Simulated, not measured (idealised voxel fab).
The process module presented herein is designated voxel gate over fins.
Cross-section cut: width 275 nm, square cells of 5 nm.
Cross-section layout: square cells on a grid; listed as bands, top to bottom; a band spans one or more cell rows. Each band's line starts with the height of the band's top and of its bottom, in nm. Then come its materials from left to right, each with its width in nm. One material with "throughout" fills the band from edge to edge. "empty" is empty space. Heights from 0 (as-received wafer is one material below). Bottom band endless downward, as "z 0 and below". The two numbers in a width such as "30 to 40" mark its ends across the band: the first belongs to the top row of cells, the second to the bottom row, and from each row to the next the width moves by the same amount. The designation "nothing altered", where it is given for a processing step, indicates that no cell of the cross-section was altered in the course of that step. "Enclosed cavities" specifies each empty space that is not open to the top and that occupies no fewer than 8 cells, using the form width x height at distance, the distance measured from the left edge and all three quantities in nm. Whatever follows a step's settings on its line is a remark the simulator itself makes about that step. Steps that use a mask can have "overlay nm" on their line. It says how far the mask sat to the right of where it was meant to be. Negative means to the left. Each pair below shows a cross-section before one step and the cross-section after it, down to the lowest band that changed. The line under each pair gives the step between them, with its settings. The pairs can come from different runs of this module on the same starting wafer, so a pair continues from the pair above only where its "Preceding state" says so.

Preceding state
> z 10 to 5  65 nm empty, then 35 nm TiN, then 20 nm empty, then 35 nm TiN, then 20 nm empty, then 35 nm TiN, then 65 nm empty
> z 5 to 0  65 nm empty, then 5 nm TiN, then 25 nm HfO2, then 5 nm TiN, then 20 nm empty, then 5 nm TiN, then 25 nm HfO2, then 5 nm TiN, then 20 nm empty, then 5 nm TiN, then 25 nm HfO2, then 5 nm TiN, then 65 nm empty
> z 0 to -5  65 nm empty, then 5 nm TiN, then 5 nm HfO2, then 15 nm Si, then 5 nm HfO2, then 5 nm TiN, then 20 nm empty, then 5 nm TiN, then 5 nm HfO2, then 15 nm Si, then 5 nm HfO2, then 5 nm TiN, then 20 nm empty, then 5 nm TiN, then 5 nm HfO2, then 15 nm Si, then 5 nm HfO2, then 5 nm TiN, then 65 nm empty
> z -5 to -10  60 nm TiN, then 5 nm empty, then 5 nm TiN, then 5 nm HfO2, then 15 nm Si, then 5 nm HfO2, then 5 nm TiN, then 20 nm empty, then 5 nm TiN, then 5 nm HfO2, then 15 nm Si, then 5 nm HfO2, then 5 nm TiN, then 20 nm empty, then 5 nm TiN, then 5 nm HfO2, then 15 nm Si, then 5 nm HfO2, then 5 nm TiN, then 5 nm empty, then 60 nm TiN
> z -10 to -15  55 nm HfO2, then 5 nm TiN, then 5 nm empty, then 5 nm TiN, then 5 nm HfO2, then 15 nm Si, then 5 nm HfO2, then 30 nm TiN, then 5 nm HfO2, then 15 nm Si, then 5 nm HfO2, then 5 nm TiN, then 20 nm empty, then 5 nm TiN, then 5 nm HfO2, then 15 nm Si, then 5 nm HfO2, then 5 nm TiN, then 5 nm empty, then 5 nm TiN, then 55 nm HfO2
> z -15 to -20  50 nm SiO2, then 5 nm HfO2, then 15 nm TiN, then 5 nm HfO2, then 15 nm Si, then 30 nm HfO2, then 5 nm TiN, then 5 nm HfO2, then 15 nm Si, then 5 nm HfO2, then 30 nm TiN, then 5 nm HfO2, then 15 nm Si, then 5 nm HfO2, then 15 nm TiN, then 5 nm HfO2, then 50 nm SiO2
> z -20 to -25  50 nm SiO2, then 25 nm HfO2, then 15 nm Si, then 10 nm HfO2, then 5 nm TiN, then 5 nm W, then 5 nm TiN, then 15 nm HfO2, then 15 nm Si, then 40 nm HfO2, then 15 nm Si, then 25 nm HfO2, then 50 nm SiO2
> z -25 to -30  75 nm SiO2, then 15 nm Si, then 10 nm SiO2, then 5 nm TiN, then 5 nm W, then 5 nm TiN, then 15 nm SiO2, then 15 nm Si, then 40 nm SiO2, then 15 nm Si, then 75 nm SiO2
> z -30 to -35  75 nm SiO2, then 15 nm Si, then 10 nm SiO2, then 15 nm TiN, then 15 nm SiO2, then 15 nm Si, then 40 nm SiO2, then 15 nm Si, then 75 nm SiO2
> z -35 to -40  75 nm SiO2, then 15 nm Si, then 40 nm SiO2, then 15 nm Si, then 40 nm SiO2, then 15 nm Si, then 75 nm SiO2
> z -40 and below  Si throughout
> Enclosed cavities: none

Result of Step
> z 25 to 10  W throughout
> z 10 to 5  65 nm W, then 35 nm TiN, then 20 nm W, then 35 nm TiN, then 20 nm W, then 35 nm TiN, then 65 nm W
> z 5 to 0  65 nm W, then 5 nm TiN, then 25 nm HfO2, then 5 nm TiN, then 20 nm W, then 5 nm TiN, then 25 nm HfO2, then 5 nm TiN, then 20 nm W, then 5 nm TiN, then 25 nm HfO2, then 5 nm TiN, then 65 nm W
> z 0 to -5  65 nm W, then 5 nm TiN, then 5 nm HfO2, then 15 nm Si, then 5 nm HfO2, then 5 nm TiN, then 20 nm W, then 5 nm TiN, then 5 nm HfO2, then 15 nm Si, then 5 nm HfO2, then 5 nm TiN, then 20 nm W, then 5 nm TiN, then 5 nm HfO2, then 15 nm Si, then 5 nm HfO2, then 5 nm TiN, then 65 nm W
> z -5 to -10  60 nm TiN, then 5 nm W, then 5 nm TiN, then 5 nm HfO2, then 15 nm Si, then 5 nm HfO2, then 5 nm TiN, then 20 nm W, then 5 nm TiN, then 5 nm HfO2, then 15 nm Si, then 5 nm HfO2, then 5 nm TiN, then 20 nm W, then 5 nm TiN, then 5 nm HfO2, then 15 nm Si, then 5 nm HfO2, then 5 nm TiN, then 5 nm W, then 60 nm TiN
> z -10 to -15  55 nm HfO2, then 5 nm TiN, then 5 nm W, then 5 nm TiN, then 5 nm HfO2, then 15 nm Si, then 5 nm HfO2, then 30 nm TiN, then 5 nm HfO2, then 15 nm Si, then 5 nm HfO2, then 5 nm TiN, then 20 nm W, then 5 nm TiN, then 5 nm HfO2, then 15 nm Si, then 5 nm HfO2, then 5 nm TiN, then 5 nm W, then 5 nm TiN, then 55 nm HfO2
> Unchanged below -15.
> Enclosed cavities: none
Processing between the before and after sections above: FILL_DEP,material W,thk nm 15

Preceding state: after-step cross-section of the pair just above applies.

Result of Step
> z 20 to 10  W throughout
> Unchanged below 10.
> Enclosed cavities: none
Processing between the before and after sections above: CMP,height nm 20

Preceding state: after-step cross-section of the pair just above applies.

Result of Step
> z 25 to 20  SiCN throughout
> Unchanged below 20.
> Enclosed cavities: none
Processing between the before and after sections above: CONFORMAL_DEP,material SiCN,thk nm 5

Preceding state
> z 25 to 10  W throughout
> z 10 to 5  65 nm W, then 35 nm TiN, then 20 nm W, then 35 nm TiN, then 20 nm W, then 35 nm TiN, then 65 nm W
> z 5 to 0  65 nm W, then 5 nm TiN, then 25 nm HfO2, then 5 nm TiN, then 20 nm W, then 5 nm TiN, then 25 nm HfO2, then 5 nm TiN, then 20 nm W, then 5 nm TiN, then 25 nm HfO2, then 5 nm TiN, then 65 nm W
> z 0 to -5  65 nm W, then 5 nm TiN, then 5 nm HfO2, then 15 nm Si, then 5 nm HfO2, then 5 nm TiN, then 20 nm W, then 5 nm TiN, then 5 nm HfO2, then 15 nm Si, then 5 nm HfO2, then 5 nm TiN, then 20 nm W, then 5 nm TiN, then 5 nm HfO2, then 15 nm Si, then 5 nm HfO2, then 5 nm TiN, then 65 nm W
> z -5 to -10  70 nm TiN, then 5 nm HfO2, then 15 nm Si, then 5 nm HfO2, then 30 nm TiN, then 5 nm HfO2, then 15 nm Si, then 5 nm HfO2, then 30 nm TiN, then 5 nm HfO2, then 15 nm Si, then 5 nm HfO2, then 70 nm TiN
> z -10 to -15  75 nm HfO2, then 15 nm Si, then 40 nm HfO2, then 15 nm Si, then 40 nm HfO2, then 15 nm Si, then 75 nm HfO2
> z -15 to -20  75 nm SiO2, then 15 nm Si, then 40 nm SiO2, then 15 nm Si, then 40 nm SiO2, then 15 nm Si, then 75 nm SiO2
> z -20 to -30  75 nm SiO2, then 15 nm Si, then 10 nm SiO2, then 5 nm TiN, then 5 nm W, then 5 nm TiN, then 15 nm SiO2, then 15 nm Si, then 40 nm SiO2, then 15 nm Si, then 75 nm SiO2
> z -30 to -35  75 nm SiO2, then 15 nm Si, then 10 nm SiO2, then 15 nm TiN, then 15 nm SiO2, then 15 nm Si, then 40 nm SiO2, then 15 nm Si, then 75 nm SiO2
> z -35 to -40  75 nm SiO2, then 15 nm Si, then 40 nm SiO2, then 15 nm Si, then 40 nm SiO2, then 15 nm Si, then 75 nm SiO2
> z -40 and below  Si throughout
> Enclosed cavities: none

Result of Step
> z 15 to 10  W throughout
> Unchanged below 10.
> Enclosed cavities: none
Processing between the before and after sections above: CMP,height nm 15

Preceding state: after-step cross-section of the pair just above applies.

Result of Step
> z 20 to 15  SiCN throughout
> Unchanged below 15.
> Enclosed cavities: none
Processing between the before and after sections above: CONFORMAL_DEP,material SiCN,thk nm 5

Preceding state
> z 10 to 0  75 nm SiO2, then 15 nm SiN, then 40 nm SiO2, then 15 nm SiN, then 40 nm SiO2, then 15 nm SiN, then 75 nm SiO2
> z 0 to -40  75 nm SiO2, then 15 nm Si, then 40 nm SiO2, then 15 nm Si, then 40 nm SiO2, then 15 nm Si, then 75 nm SiO2
> z -40 and below  Si throughout
> Enclosed cavities: none

Result of Step
> z 30 to 10  95 nm resist, then 25 nm empty, then 155 nm resist
> Unchanged below 10.
> Enclosed cavities: none
Processing between the before and after sections above: PATTERN,tone open,mask id RAIL,material resist,width nm 25,thk nm 20,overlay nm 0

Preceding state: after-step cross-section of the pair just above applies.

Result of Step
> z 30 to 10  95 nm resist, then 25 nm empty, then 155 nm resist
> z 10 to 0  75 nm SiO2, then 15 nm SiN, then 5 nm SiO2, then 25 nm empty, then 10 nm SiO2, then 15 nm SiN, then 40 nm SiO2, then 15 nm SiN, then 75 nm SiO2
> z 0 to -35  75 nm SiO2, then 15 nm Si, then 5 nm SiO2, then 25 nm empty, then 10 nm SiO2, then 15 nm Si, then 40 nm SiO2, then 15 nm Si, then 75 nm SiO2
> Unchanged below -35.
> Enclosed cavities: none
Processing between the before and after sections above: DIRECTIONAL_ETCH,etch materials SiO2,depth nm 45

Preceding state: after-step cross-section of the pair just above applies.

Result of Step
> z 10 to 0  75 nm SiO2, then 15 nm SiN, then 5 nm SiO2, then 25 nm empty, then 10 nm SiO2, then 15 nm SiN, then 40 nm SiO2, then 15 nm SiN, then 75 nm SiO2
> Unchanged below 0.
> Enclosed cavities: none
Processing between the before and after sections above: STRIP,etch materials resist

Preceding state: after-step cross-section of the pair just above applies.

Result of Step
> z 15 to 10  100 nm TiN, then 15 nm empty, then 160 nm TiN
> z 10 to 0  75 nm SiO2, then 15 nm SiN, then 5 nm SiO2, then 5 nm TiN, then 15 nm empty, then 5 nm TiN, then 10 nm SiO2, then 15 nm SiN, then 40 nm SiO2, then 15 nm SiN, then 75 nm SiO2
> z 0 to -30  75 nm SiO2, then 15 nm Si, then 5 nm SiO2, then 5 nm TiN, then 15 nm empty, then 5 nm TiN, then 10 nm SiO2, then 15 nm Si, then 40 nm SiO2, then 15 nm Si, then 75 nm SiO2
> z -30 to -35  75 nm SiO2, then 15 nm Si, then 5 nm SiO2, then 25 nm TiN, then 10 nm SiO2, then 15 nm Si, then 40 nm SiO2, then 15 nm Si, then 75 nm SiO2
> Unchanged below -35.
> Enclosed cavities: none
Processing between the before and after sections above: CONFORMAL_DEP,material TiN,thk nm 5

Preceding state: after-step cross-section of the pair just above applies.

Result of Step
> z 20 to 15  W throughout
> z 15 to 10  100 nm TiN, then 15 nm W, then 160 nm TiN
> z 10 to 0  75 nm SiO2, then 15 nm SiN, then 5 nm SiO2, then 5 nm TiN, then 15 nm W, then 5 nm TiN, then 10 nm SiO2, then 15 nm SiN, then 40 nm SiO2, then 15 nm SiN, then 75 nm SiO2
> z 0 to -30  75 nm SiO2, then 15 nm Si, then 5 nm SiO2, then 5 nm TiN, then 15 nm W, then 5 nm TiN, then 10 nm SiO2, then 15 nm Si, then 40 nm SiO2, then 15 nm Si, then 75 nm SiO2
> Unchanged below -30.
> Enclosed cavities: none
Processing between the before and after sections above: FILL_DEP,material W,thk nm 5

Preceding state: after-step cross-section of the pair just above applies.

Result of Step
> z 10 to 0  75 nm SiO2, then 15 nm SiN, then 5 nm SiO2, then 5 nm TiN, then 15 nm W, then 5 nm TiN, then 10 nm SiO2, then 15 nm SiN, then 40 nm SiO2, then 15 nm SiN, then 75 nm SiO2
> Unchanged below 0.
> Enclosed cavities: none
Processing between the before and after sections above: CMP,height nm 10

Preceding state: after-step cross-section of the pair just above applies.

Result of Step
> z 10 to 0  75 nm SiO2, then 15 nm SiN, then 5 nm SiO2, then 25 nm empty, then 10 nm SiO2, then 15 nm SiN, then 40 nm SiO2, then 15 nm SiN, then 75 nm SiO2
> z 0 to -20  75 nm SiO2, then 15 nm Si, then 5 nm SiO2, then 25 nm empty, then 10 nm SiO2, then 15 nm Si, then 40 nm SiO2, then 15 nm Si, then 75 nm SiO2
> Unchanged below -20.
> Enclosed cavities: none
Processing between the before and after sections above: SELECTIVE_ETCH,etch materials W Ru TiN,depth nm 30

Preceding state: after-step cross-section of the pair just above applies.

Result of Step
> z 15 to 10  SiO2 throughout
> z 10 to 0  75 nm SiO2, then 15 nm SiN, then 40 nm SiO2, then 15 nm SiN, then 40 nm SiO2, then 15 nm SiN, then 75 nm SiO2
> z 0 to -20  75 nm SiO2, then 15 nm Si, then 40 nm SiO2, then 15 nm Si, then 40 nm SiO2, then 15 nm Si, then 75 nm SiO2
> Unchanged below -20.
> Enclosed cavities: none
Processing between the before and after sections above: FILL_DEP,material SiO2,thk nm 5

Preceding state: after-step cross-section of the pair just above applies.

Result of Step
> z 10 to 0  75 nm SiO2, then 15 nm SiN, then 40 nm SiO2, then 15 nm SiN, then 40 nm SiO2, then 15 nm SiN, then 75 nm SiO2
> Unchanged below 0.
> Enclosed cavities: none
Processing between the before and after sections above: CMP,height nm 10

Preceding state: after-step cross-section of the pair just above applies.

Result of Step
> z 10 to 0  75 nm empty, then 15 nm SiN, then 40 nm empty, then 15 nm SiN, then 40 nm empty, then 15 nm SiN, then 75 nm empty
> z 0 to -15  75 nm empty, then 15 nm Si, then 40 nm empty, then 15 nm Si, then 40 nm empty, then 15 nm Si, then 75 nm empty
> Unchanged below -15.
> Enclosed cavities: none
Processing between the before and after sections above: SELECTIVE_ETCH,etch materials SiO2,depth nm 25

Preceding state: after-step cross-section of the pair just above applies.

Result of Step
> z 0 to -15  75 nm empty, then 15 nm Si, then 40 nm empty, then 15 nm Si, then 40 nm empty, then 15 nm Si, then 75 nm empty
> Unchanged below -15.
> Enclosed cavities: none
Processing between the before and after sections above: STRIP,etch materials SiN

Preceding state: after-step cross-section of the pair just above applies.

Result of Step
> z 5 to 0  70 nm empty, then 25 nm HfO2, then 30 nm empty, then 25 nm HfO2, then 30 nm empty, then 25 nm HfO2, then 70 nm empty
> z 0 to -10  70 nm empty, then 5 nm HfO2, then 15 nm Si, then 5 nm HfO2, then 30 nm empty, then 5 nm HfO2, then 15 nm Si, then 5 nm HfO2, then 30 nm empty, then 5 nm HfO2, then 15 nm Si, then 5 nm HfO2, then 70 nm empty
> z -10 to -15  75 nm HfO2, then 15 nm Si, then 40 nm HfO2, then 15 nm Si, then 40 nm HfO2, then 15 nm Si, then 75 nm HfO2
> Unchanged below -15.
> Enclosed cavities: none
Processing between the before and after sections above: CONFORMAL_DEP,material HfO2,thk nm 5

Preceding state: after-step cross-section of the pair just above applies.

Result of Step
> z 10 to 5  65 nm empty, then 35 nm TiN, then 20 nm empty, then 35 nm TiN, then 20 nm empty, then 35 nm TiN, then 65 nm empty
> z 5 to 0  65 nm empty, then 5 nm TiN, then 25 nm HfO2, then 5 nm TiN, then 20 nm empty, then 5 nm TiN, then 25 nm HfO2, then 5 nm TiN, then 20 nm empty, then 5 nm TiN, then 25 nm HfO2, then 5 nm TiN, then 65 nm empty
> z 0 to -5  65 nm empty, then 5 nm TiN, then 5 nm HfO2, then 15 nm Si, then 5 nm HfO2, then 5 nm TiN, then 20 nm empty, then 5 nm TiN, then 5 nm HfO2, then 15 nm Si, then 5 nm HfO2, then 5 nm TiN, then 20 nm empty, then 5 nm TiN, then 5 nm HfO2, then 15 nm Si, then 5 nm HfO2, then 5 nm TiN, then 65 nm empty
> z -5 to -10  70 nm TiN, then 5 nm HfO2, then 15 nm Si, then 5 nm HfO2, then 30 nm TiN, then 5 nm HfO2, then 15 nm Si, then 5 nm HfO2, then 30 nm TiN, then 5 nm HfO2, then 15 nm Si, then 5 nm HfO2, then 70 nm TiN
> Unchanged below -10.
> Enclosed cavities: none
Processing between the before and after sections above: CONFORMAL_DEP,material TiN,thk nm 5

Preceding state: after-step cross-section of the pair just above applies.

Result of Step
> z 25 to 10  W throughout
> z 10 to 5  65 nm W, then 35 nm TiN, then 20 nm W, then 35 nm TiN, then 20 nm W, then 35 nm TiN, then 65 nm W
> z 5 to 0  65 nm W, then 5 nm TiN, then 25 nm HfO2, then 5 nm TiN, then 20 nm W, then 5 nm TiN, then 25 nm HfO2, then 5 nm TiN, then 20 nm W, then 5 nm TiN, then 25 nm HfO2, then 5 nm TiN, then 65 nm W
> z 0 to -5  65 nm W, then 5 nm TiN, then 5 nm HfO2, then 15 nm Si, then 5 nm HfO2, then 5 nm TiN, then 20 nm W, then 5 nm TiN, then 5 nm HfO2, then 15 nm Si, then 5 nm HfO2, then 5 nm TiN, then 20 nm W, then 5 nm TiN, then 5 nm HfO2, then 15 nm Si, then 5 nm HfO2, then 5 nm TiN, then 65 nm W
> Unchanged below -5.
> Enclosed cavities: none
Processing between the before and after sections above: FILL_DEP,material W,thk nm 15

Preceding state: after-step cross-section of the pair just above applies.

Result of Step
> z 20 to 10  W throughout
> Unchanged below 10.
> Enclosed cavities: none
Processing between the before and after sections above: CMP,height nm 20

Preceding state: after-step cross-section of the pair just above applies.

Result of Step
> z 25 to 20  SiCN throughout
> Unchanged below 20.
> Enclosed cavities: none
Processing between the before and after sections above: CONFORMAL_DEP,material SiCN,thk nm 5

Preceding state
> z 10 to 0  75 nm SiO2, then 15 nm SiN, then 40 nm SiO2, then 15 nm SiN, then 40 nm SiO2, then 15 nm SiN, then 75 nm SiO2
> z 0 to -40  75 nm SiO2, then 15 nm Si, then 40 nm SiO2, then 15 nm Si, then 40 nm SiO2, then 15 nm Si, then 75 nm SiO2
> z -40 and below  Si throughout
> Enclosed cavities: none

Result of Step
> z 30 to 10  95 nm resist, then 15 nm empty, then 165 nm resist
> Unchanged below 10.
> Enclosed cavities: none
Processing between the before and after sections above: PATTERN,tone open,mask id RAIL,material resist,width nm 15,thk nm 20,overlay nm -5

Preceding state: after-step cross-section of the pair just above applies.

Result of Step
> z 30 to 10  95 nm resist, then 15 nm empty, then 165 nm resist
> z 10 to 0  75 nm SiO2, then 15 nm SiN, then 5 nm SiO2, then 15 nm empty, then 20 nm SiO2, then 15 nm SiN, then 40 nm SiO2, then 15 nm SiN, then 75 nm SiO2
> z 0 to -35  75 nm SiO2, then 15 nm Si, then 5 nm SiO2, then 15 nm empty, then 20 nm SiO2, then 15 nm Si, then 40 nm SiO2, then 15 nm Si, then 75 nm SiO2
> Unchanged below -35.
> Enclosed cavities: none
Processing between the before and after sections above: DIRECTIONAL_ETCH,etch materials SiO2,depth nm 45

Preceding state: after-step cross-section of the pair just above applies.

Result of Step
> z 10 to 0  75 nm SiO2, then 15 nm SiN, then 5 nm SiO2, then 15 nm empty, then 20 nm SiO2, then 15 nm SiN, then 40 nm SiO2, then 15 nm SiN, then 75 nm SiO2
> Unchanged below 0.
> Enclosed cavities: none
Processing between the before and after sections above: STRIP,etch materials resist

Preceding state: after-step cross-section of the pair just above applies.

Result of Step
> z 15 to 10  100 nm TiN, then 5 nm empty, then 170 nm TiN
> z 10 to 0  75 nm SiO2, then 15 nm SiN, then 5 nm SiO2, then 5 nm TiN, then 5 nm empty, then 5 nm TiN, then 20 nm SiO2, then 15 nm SiN, then 40 nm SiO2, then 15 nm SiN, then 75 nm SiO2
> z 0 to -30  75 nm SiO2, then 15 nm Si, then 5 nm SiO2, then 5 nm TiN, then 5 nm empty, then 5 nm TiN, then 20 nm SiO2, then 15 nm Si, then 40 nm SiO2, then 15 nm Si, then 75 nm SiO2
> z -30 to -35  75 nm SiO2, then 15 nm Si, then 5 nm SiO2, then 15 nm TiN, then 20 nm SiO2, then 15 nm Si, then 40 nm SiO2, then 15 nm Si, then 75 nm SiO2
> Unchanged below -35.
> Enclosed cavities: none
Processing between the before and after sections above: CONFORMAL_DEP,material TiN,thk nm 5

Preceding state: after-step cross-section of the pair just above applies.

Result of Step
> z 20 to 15  W throughout
> z 15 to 10  100 nm TiN, then 5 nm W, then 170 nm TiN
> z 10 to 0  75 nm SiO2, then 15 nm SiN, then 5 nm SiO2, then 5 nm TiN, then 5 nm W, then 5 nm TiN, then 20 nm SiO2, then 15 nm SiN, then 40 nm SiO2, then 15 nm SiN, then 75 nm SiO2
> z 0 to -30  75 nm SiO2, then 15 nm Si, then 5 nm SiO2, then 5 nm TiN, then 5 nm W, then 5 nm TiN, then 20 nm SiO2, then 15 nm Si, then 40 nm SiO2, then 15 nm Si, then 75 nm SiO2
> Unchanged below -30.
> Enclosed cavities: none
Processing between the before and after sections above: FILL_DEP,material W,thk nm 5

Preceding state: after-step cross-section of the pair just above applies.

Result of Step
> z 10 to 0  75 nm SiO2, then 15 nm SiN, then 5 nm SiO2, then 5 nm TiN, then 5 nm W, then 5 nm TiN, then 20 nm SiO2, then 15 nm SiN, then 40 nm SiO2, then 15 nm SiN, then 75 nm SiO2
> Unchanged below 0.
> Enclosed cavities: none
Processing between the before and after sections above: CMP,height nm 10

Preceding state: after-step cross-section of the pair just above applies.

Result of Step
> z 10 to 0  75 nm SiO2, then 15 nm SiN, then 5 nm SiO2, then 15 nm empty, then 20 nm SiO2, then 15 nm SiN, then 40 nm SiO2, then 15 nm SiN, then 75 nm SiO2
> z 0 to -20  75 nm SiO2, then 15 nm Si, then 5 nm SiO2, then 15 nm empty, then 20 nm SiO2, then 15 nm Si, then 40 nm SiO2, then 15 nm Si, then 75 nm SiO2
> Unchanged below -20.
> Enclosed cavities: none
Processing between the before and after sections above: SELECTIVE_ETCH,etch materials W Ru TiN,depth nm 30

Preceding state: after-step cross-section of the pair just above applies.

Result of Step
> z 15 to 10  SiO2 throughout
> z 10 to 0  75 nm SiO2, then 15 nm SiN, then 40 nm SiO2, then 15 nm SiN, then 40 nm SiO2, then 15 nm SiN, then 75 nm SiO2
> z 0 to -20  75 nm SiO2, then 15 nm Si, then 40 nm SiO2, then 15 nm Si, then 40 nm SiO2, then 15 nm Si, then 75 nm SiO2
> Unchanged below -20.
> Enclosed cavities: none
Processing between the before and after sections above: FILL_DEP,material SiO2,thk nm 5

Preceding state: after-step cross-section of the pair just above applies.

Result of Step
> z 10 to 0  75 nm SiO2, then 15 nm SiN, then 40 nm SiO2, then 15 nm SiN, then 40 nm SiO2, then 15 nm SiN, then 75 nm SiO2
> Unchanged below 0.
> Enclosed cavities: none
Processing between the before and after sections above: CMP,height nm 10

Preceding state: after-step cross-section of the pair just above applies.

Result of Step
> z 10 to 0  75 nm empty, then 15 nm SiN, then 40 nm empty, then 15 nm SiN, then 40 nm empty, then 15 nm SiN, then 75 nm empty
> z 0 to -15  75 nm empty, then 15 nm Si, then 40 nm empty, then 15 nm Si, then 40 nm empty, then 15 nm Si, then 75 nm empty
> Unchanged below -15.
> Enclosed cavities: none
Processing between the before and after sections above: SELECTIVE_ETCH,etch materials SiO2,depth nm 25

Preceding state: after-step cross-section of the pair just above applies.

Result of Step
> z 0 to -15  75 nm empty, then 15 nm Si, then 40 nm empty, then 15 nm Si, then 40 nm empty, then 15 nm Si, then 75 nm empty
> Unchanged below -15.
> Enclosed cavities: none
Processing between the before and after sections above: STRIP,etch materials SiN

Preceding state: after-step cross-section of the pair just above applies.

Result of Step
> z 5 to 0  70 nm empty, then 25 nm HfO2, then 30 nm empty, then 25 nm HfO2, then 30 nm empty, then 25 nm HfO2, then 70 nm empty
> z 0 to -10  70 nm empty, then 5 nm HfO2, then 15 nm Si, then 5 nm HfO2, then 30 nm empty, then 5 nm HfO2, then 15 nm Si, then 5 nm HfO2, then 30 nm empty, then 5 nm HfO2, then 15 nm Si, then 5 nm HfO2, then 70 nm empty
> z -10 to -15  75 nm HfO2, then 15 nm Si, then 40 nm HfO2, then 15 nm Si, then 40 nm HfO2, then 15 nm Si, then 75 nm HfO2
> Unchanged below -15.
> Enclosed cavities: none
Processing between the before and after sections above: CONFORMAL_DEP,material HfO2,thk nm 5

Preceding state: after-step cross-section of the pair just above applies.

Result of Step
> z 10 to 5  65 nm empty, then 35 nm TiN, then 20 nm empty, then 35 nm TiN, then 20 nm empty, then 35 nm TiN, then 65 nm empty
> z 5 to 0  65 nm empty, then 5 nm TiN, then 25 nm HfO2, then 5 nm TiN, then 20 nm empty, then 5 nm TiN, then 25 nm HfO2, then 5 nm TiN, then 20 nm empty, then 5 nm TiN, then 25 nm HfO2, then 5 nm TiN, then 65 nm empty
> z 0 to -5  65 nm empty, then 5 nm TiN, then 5 nm HfO2, then 15 nm Si, then 5 nm HfO2, then 5 nm TiN, then 20 nm empty, then 5 nm TiN, then 5 nm HfO2, then 15 nm Si, then 5 nm HfO2, then 5 nm TiN, then 20 nm empty, then 5 nm TiN, then 5 nm HfO2, then 15 nm Si, then 5 nm HfO2, then 5 nm TiN, then 65 nm empty
> z -5 to -10  70 nm TiN, then 5 nm HfO2, then 15 nm Si, then 5 nm HfO2, then 30 nm TiN, then 5 nm HfO2, then 15 nm Si, then 5 nm HfO2, then 30 nm TiN, then 5 nm HfO2, then 15 nm Si, then 5 nm HfO2, then 70 nm TiN
> Unchanged below -10.
> Enclosed cavities: none
Processing between the before and after sections above: CONFORMAL_DEP,material TiN,thk nm 5

Preceding state: after-step cross-section of the pair just above applies.

Result of Step
> z 25 to 10  W throughout
> z 10 to 5  65 nm W, then 35 nm TiN, then 20 nm W, then 35 nm TiN, then 20 nm W, then 35 nm TiN, then 65 nm W
> z 5 to 0  65 nm W, then 5 nm TiN, then 25 nm HfO2, then 5 nm TiN, then 20 nm W, then 5 nm TiN, then 25 nm HfO2, then 5 nm TiN, then 20 nm W, then 5 nm TiN, then 25 nm HfO2, then 5 nm TiN, then 65 nm W
> z 0 to -5  65 nm W, then 5 nm TiN, then 5 nm HfO2, then 15 nm Si, then 5 nm HfO2, then 5 nm TiN, then 20 nm W, then 5 nm TiN, then 5 nm HfO2, then 15 nm Si, then 5 nm HfO2, then 5 nm TiN, then 20 nm W, then 5 nm TiN, then 5 nm HfO2, then 15 nm Si, then 5 nm HfO2, then 5 nm TiN, then 65 nm W
> Unchanged below -5.
> Enclosed cavities: none
Processing between the before and after sections above: FILL_DEP,material W,thk nm 15

Preceding state: after-step cross-section of the pair just above applies.

Result of Step
> z 20 to 10  W throughout
> Unchanged below 10.
> Enclosed cavities: none
Processing between the before and after sections above: CMP,height nm 20

Preceding state: after-step cross-section of the pair just above applies.

Result of Step
> z 25 to 20  SiCN throughout
> Unchanged below 20.
> Enclosed cavities: none
Processing between the before and after sections above: CONFORMAL_DEP,material SiCN,thk nm 5

Preceding state
> z 10 to 0  75 nm empty, then 15 nm SiN, then 40 nm empty, then 15 nm SiN, then 40 nm empty, then 15 nm SiN, then 75 nm empty
> z 0 to -40  75 nm empty, then 15 nm Si, then 40 nm empty, then 15 nm Si, then 40 nm empty, then 15 nm Si, then 75 nm empty
> z -40 and below  Si throughout
> Enclosed cavities: none

Result of Step
> z 20 to 0  SiN throughout
> z 0 to -40  75 nm SiN, then 15 nm Si, then 40 nm SiN, then 15 nm Si, then 40 nm SiN, then 15 nm Si, then 75 nm SiN
> Unchanged below -40.
> Enclosed cavities: none
Processing between the before and after sections above: FILL_DEP,material SiN,thk nm 10

Preceding state: after-step cross-section of the pair just above applies.

Result of Step
> z 10 to 0  SiN throughout
> Unchanged below 0.
> Enclosed cavities: none
Processing between the before and after sections above: CMP,height nm 10

Preceding state: after-step cross-section of the pair just above applies.

Result of Step
> z 30 to 10  100 nm resist, then 15 nm empty, then 160 nm resist
> Unchanged below 10.
> Enclosed cavities: none
Processing between the before and after sections above: PATTERN,tone open,mask id RAIL,material resist,width nm 15,thk nm 20,overlay nm 0

Preceding state: after-step cross-section of the pair just above applies.

Result of Step
> z 10 to 0  SiN throughout
> Unchanged below 0.
> Enclosed cavities: none
Processing between the before and after sections above: STRIP,etch materials resist

Preceding state: after-step cross-section of the pair just above applies.

Result of Step
> z 15 to 10  TiN throughout
> Unchanged below 10.
> Enclosed cavities: none
Processing between the before and after sections above: CONFORMAL_DEP,material TiN,thk nm 5

Preceding state: after-step cross-section of the pair just above applies.

Result of Step
> z 20 to 15  W throughout
> Unchanged below 15.
> Enclosed cavities: none
Processing between the before and after sections above: FILL_DEP,material W,thk nm 5

Preceding state: after-step cross-section of the pair just above applies.

Result of Step
> z 10 to 0  SiN throughout
> Unchanged below 0.
> Enclosed cavities: none
Processing between the before and after sections above: CMP,height nm 10

Preceding state: after-step cross-section of the pair just above applies.

Result of Step
> z 15 to 10  SiO2 throughout
> Unchanged below 10.
> Enclosed cavities: none
Processing between the before and after sections above: FILL_DEP,material SiO2,thk nm 5

Preceding state: after-step cross-section of the pair just above applies.

Result of Step
> z 10 to 0  SiN throughout
> Unchanged below 0.
> Enclosed cavities: none
Processing between the before and after sections above: CMP,height nm 10

Preceding state: after-step cross-section of the pair just above applies.

Result of Step
> z 0 to -40  75 nm empty, then 15 nm Si, then 40 nm empty, then 15 nm Si, then 40 nm empty, then 15 nm Si, then 75 nm empty
> Unchanged below -40.
> Enclosed cavities: none
Processing between the before and after sections above: STRIP,etch materials SiN

Preceding state: after-step cross-section of the pair just above applies.

Result of Step
> z 5 to 0  70 nm empty, then 25 nm HfO2, then 30 nm empty, then 25 nm HfO2, then 30 nm empty, then 25 nm HfO2, then 70 nm empty
> z 0 to -35  70 nm empty, then 5 nm HfO2, then 15 nm Si, then 5 nm HfO2, then 30 nm empty, then 5 nm HfO2, then 15 nm Si, then 5 nm HfO2, then 30 nm empty, then 5 nm HfO2, then 15 nm Si, then 5 nm HfO2, then 70 nm empty
> z -35 to -40  75 nm HfO2, then 15 nm Si, then 40 nm HfO2, then 15 nm Si, then 40 nm HfO2, then 15 nm Si, then 75 nm HfO2
> Unchanged below -40.
> Enclosed cavities: none
Processing between the before and after sections above: CONFORMAL_DEP,material HfO2,thk nm 5
